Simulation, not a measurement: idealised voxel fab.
Name of the process module below: voxel air gaps
Displayed cross-section: cut, width of 175 nm, square cells sized 5 nm.
Format of a cross-section: grid, square cells. Given as bands. Order: top down. Band: one or more rows of cells.
The entry gives the band's vertical extent as a top height and a bottom height in nm, then its horizontal make-up as materials from left to right, each with a width in nm. "air" stands for empty space; a single material marked "all across" fills the band edge to edge.
Basically, 0 is our baseline, since under it the wafer straight out of the box is all one material. The bottom band has no lower end and keeps on going down, so it looks like "0 down".
Width: "30 to 40" (first number = top row, second number = bottom row, same change from row to row of cells).
You'll sometimes find "no modification" written for a step, and that's the way of saying that nowhere in the cross-section did a cell change during that step.
Basically, "Sealed internal voids" tells you about the enclosed voids: empty spaces with no open way to the top, 8 cells or bigger, each written width x height at distance, where distance is from the left edge, all in nm.
On each step's line, the part that comes after the settings is the simulator's own comment on the step.
"overlay nm" answers the question of how far to the right of plan the mask lay on a step that has a mask, and when it is negative the answer is to the left.

The steps planned for the process are as follows:
1. RECEIVE: material Si
2. CONFORMAL_DEP: material SiO2, thk nm 15
3. CONFORMAL_DEP: material SiN, thk nm 5
4. DIRECTIONAL_DEP: material SiO2, thk nm 35
5. MASKED_ETCH: tone open, mask id LINES, width nm 15, pitch nm 40, etch materials SiO2, depth nm 35, overlay nm 0
6. CONFORMAL_DEP: material TiN, thk nm 5
7. FILL_DEP: material Cu, thk nm 10
8. CMP: height nm 55
9. EPI: material Ru, thk nm 10
10. SELECTIVE_ETCH: etch materials SiO2, depth nm 45
11. CONFORMAL_DEP: material SiCN, thk nm 5

Wafer, first of two, run as planned:

Wafer as received: cross-section following step 1:
	0 down: Si all across
	Sealed internal voids: none

Presented here is a cross-section of the wafer after step 2 has been performed:
	15 to 0: SiO2 all across
	Below 0, the layers are the same as they were.

Presented here is a cross-section of the wafer after step 3 has been performed:
	20 to 15: SiN all across
	Below 15, the layers are the same as they were.

Presented here is a cross-section of the wafer after step 4 has been performed:
	55 to 20: SiO2 all across
	Below 20, the layers are the same as they were.

Presented here is a cross-section of the wafer after step 5 has been performed:
	55 to 20: 20 of SiO2 / 15 of air / 25 of SiO2 / 15 of air / 25 of SiO2 / 15 of air / 25 of SiO2 / 15 of air / 20 of SiO2
	Below 20, the layers are the same as they were.

Presented here is a cross-section of the wafer after step 6 has been performed:
	60 to 55: 25 of TiN / 5 of air / 35 of TiN / 5 of air / 35 of TiN / 5 of air / 35 of TiN / 5 of air / 25 of TiN
	55 to 25: 20 of SiO2 / 5 of TiN / 5 of air / 5 of TiN / 25 of SiO2 / 5 of TiN / 5 of air / 5 of TiN / 25 of SiO2 / 5 of TiN / 5 of air / 5 of TiN / 25 of SiO2 / 5 of TiN / 5 of air / 5 of TiN / 20 of SiO2
	25 to 20: 20 of SiO2 / 15 of TiN / 25 of SiO2 / 15 of TiN / 25 of SiO2 / 15 of TiN / 25 of SiO2 / 15 of TiN / 20 of SiO2
	Below 20, the layers are the same as they were.

Presented here is a cross-section of the wafer after step 7 has been performed:
	70 to 60: Cu all across
	60 to 55: 25 of TiN / 5 of Cu / 35 of TiN / 5 of Cu / 35 of TiN / 5 of Cu / 35 of TiN / 5 of Cu / 25 of TiN
	55 to 25: 20 of SiO2 / 5 of TiN / 5 of Cu / 5 of TiN / 25 of SiO2 / 5 of TiN / 5 of Cu / 5 of TiN / 25 of SiO2 / 5 of TiN / 5 of Cu / 5 of TiN / 25 of SiO2 / 5 of TiN / 5 of Cu / 5 of TiN / 20 of SiO2
	Below 25, the layers are the same as they were.

Presented here is a cross-section of the wafer after step 8 has been performed:
	55 to 25: 20 of SiO2 / 5 of TiN / 5 of Cu / 5 of TiN / 25 of SiO2 / 5 of TiN / 5 of Cu / 5 of TiN / 25 of SiO2 / 5 of TiN / 5 of Cu / 5 of TiN / 25 of SiO2 / 5 of TiN / 5 of Cu / 5 of TiN / 20 of SiO2
	Below 25, the layers are the same as they were.

Presented here is a cross-section of the wafer after step 9 has been performed:
	65 to 55: 10 of air / 35 of Ru / 5 of air / 35 of Ru / 5 of air / 35 of Ru / 5 of air / 35 of Ru / 10 of air
	Below 55, the layers are the same as they were.

Presented here is a cross-section of the wafer after step 10 has been performed:
	65 to 55: 10 of air / 35 of Ru / 5 of air / 35 of Ru / 5 of air / 35 of Ru / 5 of air / 35 of Ru / 10 of air
	55 to 25: 20 of air / 5 of TiN / 5 of Cu / 5 of TiN / 25 of air / 5 of TiN / 5 of Cu / 5 of TiN / 25 of air / 5 of TiN / 5 of Cu / 5 of TiN / 25 of air / 5 of TiN / 5 of Cu / 5 of TiN / 20 of air
	25 to 20: 20 of air / 15 of TiN / 25 of air / 15 of TiN / 25 of air / 15 of TiN / 25 of air / 15 of TiN / 20 of air
	Below 20, the layers are the same as they were.

Presented here is a cross-section of the wafer after step 11 has been performed:
	70 to 65: 5 of air / 165 of SiCN / 5 of air
	65 to 55: 5 of air / 5 of SiCN / 35 of Ru / 5 of SiCN / 35 of Ru / 5 of SiCN / 35 of Ru / 5 of SiCN / 35 of Ru / 5 of SiCN / 5 of air
	55 to 50: 5 of air / 15 of SiCN / 5 of TiN / 5 of Cu / 5 of TiN / 25 of SiCN / 5 of TiN / 5 of Cu / 5 of TiN / 25 of SiCN / 5 of TiN / 5 of Cu / 5 of TiN / 25 of SiCN / 5 of TiN / 5 of Cu / 5 of TiN / 15 of SiCN / 5 of air
	50 to 25: 15 of air / 5 of SiCN / 5 of TiN / 5 of Cu / 5 of TiN / 5 of SiCN / 15 of air / 5 of SiCN / 5 of TiN / 5 of Cu / 5 of TiN / 5 of SiCN / 15 of air / 5 of SiCN / 5 of TiN / 5 of Cu / 5 of TiN / 5 of SiCN / 15 of air / 5 of SiCN / 5 of TiN / 5 of Cu / 5 of TiN / 5 of SiCN / 15 of air
	25 to 20: 20 of SiCN / 15 of TiN / 25 of SiCN / 15 of TiN / 25 of SiCN / 15 of TiN / 25 of SiCN / 15 of TiN / 20 of SiCN
	Below 20, the layers are the same as they were.
	Sealed internal voids: 15 x 25 at 40; 15 x 25 at 80; 15 x 25 at 120

The second wafer: identical to the first at the outset and in its planned sequence, differing only in that one mistake was made during processing; up to and including step 1, its path is the first wafer's path:

Second wafer, cut view, end of step 2 per plan:
	20 to 0: SiO2 all across
	Below 0, the layers are the same as they were.

Second wafer, cut view, end of step 3 per plan:
	25 to 20: SiN all across
	Below 20, the layers are the same as they were.

Second wafer, cut view, end of step 4 per plan:
	60 to 25: SiO2 all across
	Below 25, the layers are the same as they were.

Second wafer, cut view, end of step 5 per plan:
	60 to 25: 20 of SiO2 / 15 of air / 25 of SiO2 / 15 of air / 25 of SiO2 / 15 of air / 25 of SiO2 / 15 of air / 20 of SiO2
	Below 25, the layers are the same as they were.

Second wafer, cut view, end of step 6 per plan:
	65 to 60: 25 of TiN / 5 of air / 35 of TiN / 5 of air / 35 of TiN / 5 of air / 35 of TiN / 5 of air / 25 of TiN
	60 to 30: 20 of SiO2 / 5 of TiN / 5 of air / 5 of TiN / 25 of SiO2 / 5 of TiN / 5 of air / 5 of TiN / 25 of SiO2 / 5 of TiN / 5 of air / 5 of TiN / 25 of SiO2 / 5 of TiN / 5 of air / 5 of TiN / 20 of SiO2
	30 to 25: 20 of SiO2 / 15 of TiN / 25 of SiO2 / 15 of TiN / 25 of SiO2 / 15 of TiN / 25 of SiO2 / 15 of TiN / 20 of SiO2
	Below 25, the layers are the same as they were.

Second wafer, cut view, end of step 7 per plan:
	75 to 65: Cu all across
	65 to 60: 25 of TiN / 5 of Cu / 35 of TiN / 5 of Cu / 35 of TiN / 5 of Cu / 35 of TiN / 5 of Cu / 25 of TiN
	60 to 30: 20 of SiO2 / 5 of TiN / 5 of Cu / 5 of TiN / 25 of SiO2 / 5 of TiN / 5 of Cu / 5 of TiN / 25 of SiO2 / 5 of TiN / 5 of Cu / 5 of TiN / 25 of SiO2 / 5 of TiN / 5 of Cu / 5 of TiN / 20 of SiO2
	Below 30, the layers are the same as they were.

Second wafer, cut view, end of step 8 per plan:
	55 to 30: 20 of SiO2 / 5 of TiN / 5 of Cu / 5 of TiN / 25 of SiO2 / 5 of TiN / 5 of Cu / 5 of TiN / 25 of SiO2 / 5 of TiN / 5 of Cu / 5 of TiN / 25 of SiO2 / 5 of TiN / 5 of Cu / 5 of TiN / 20 of SiO2
	Below 30, the layers are the same as they were.

Second wafer, cut view, end of step 9 per plan:
	65 to 55: 10 of air / 35 of Ru / 5 of air / 35 of Ru / 5 of air / 35 of Ru / 5 of air / 35 of Ru / 10 of air
	Below 55, the layers are the same as they were.

Second wafer, cut view, end of step 10 per plan:
	65 to 55: 10 of air / 35 of Ru / 5 of air / 35 of Ru / 5 of air / 35 of Ru / 5 of air / 35 of Ru / 10 of air
	55 to 30: 20 of air / 5 of TiN / 5 of Cu / 5 of TiN / 25 of air / 5 of TiN / 5 of Cu / 5 of TiN / 25 of air / 5 of TiN / 5 of Cu / 5 of TiN / 25 of air / 5 of TiN / 5 of Cu / 5 of TiN / 20 of air
	30 to 25: 20 of air / 15 of TiN / 25 of air / 15 of TiN / 25 of air / 15 of TiN / 25 of air / 15 of TiN / 20 of air
	Below 25, the layers are the same as they were.

Second wafer, cut view, end of step 11 per plan:
	70 to 65: 5 of air / 165 of SiCN / 5 of air
	65 to 55: 5 of air / 5 of SiCN / 35 of Ru / 5 of SiCN / 35 of Ru / 5 of SiCN / 35 of Ru / 5 of SiCN / 35 of Ru / 5 of SiCN / 5 of air
	55 to 50: 5 of air / 15 of SiCN / 5 of TiN / 5 of Cu / 5 of TiN / 25 of SiCN / 5 of TiN / 5 of Cu / 5 of TiN / 25 of SiCN / 5 of TiN / 5 of Cu / 5 of TiN / 25 of SiCN / 5 of TiN / 5 of Cu / 5 of TiN / 15 of SiCN / 5 of air
	50 to 30: 15 of air / 5 of SiCN / 5 of TiN / 5 of Cu / 5 of TiN / 5 of SiCN / 15 of air / 5 of SiCN / 5 of TiN / 5 of Cu / 5 of TiN / 5 of SiCN / 15 of air / 5 of SiCN / 5 of TiN / 5 of Cu / 5 of TiN / 5 of SiCN / 15 of air / 5 of SiCN / 5 of TiN / 5 of Cu / 5 of TiN / 5 of SiCN / 15 of air
	30 to 25: 20 of SiCN / 15 of TiN / 25 of SiCN / 15 of TiN / 25 of SiCN / 15 of TiN / 25 of SiCN / 15 of TiN / 20 of SiCN
	Below 25, the layers are the same as they were.
	Sealed internal voids: 15 x 20 at 40; 15 x 20 at 80; 15 x 20 at 120
Where did the run depart from the plan? step 2 ran differently from the plan; actual operation with settings: CONFORMAL_DEP: material SiO2, thk nm 20
Once processing is complete, comparing cell counts shows that the second wafer has more or fewer of certain materials than the first: Cu -4, SiCN -8, SiO2 +35, TiN -8
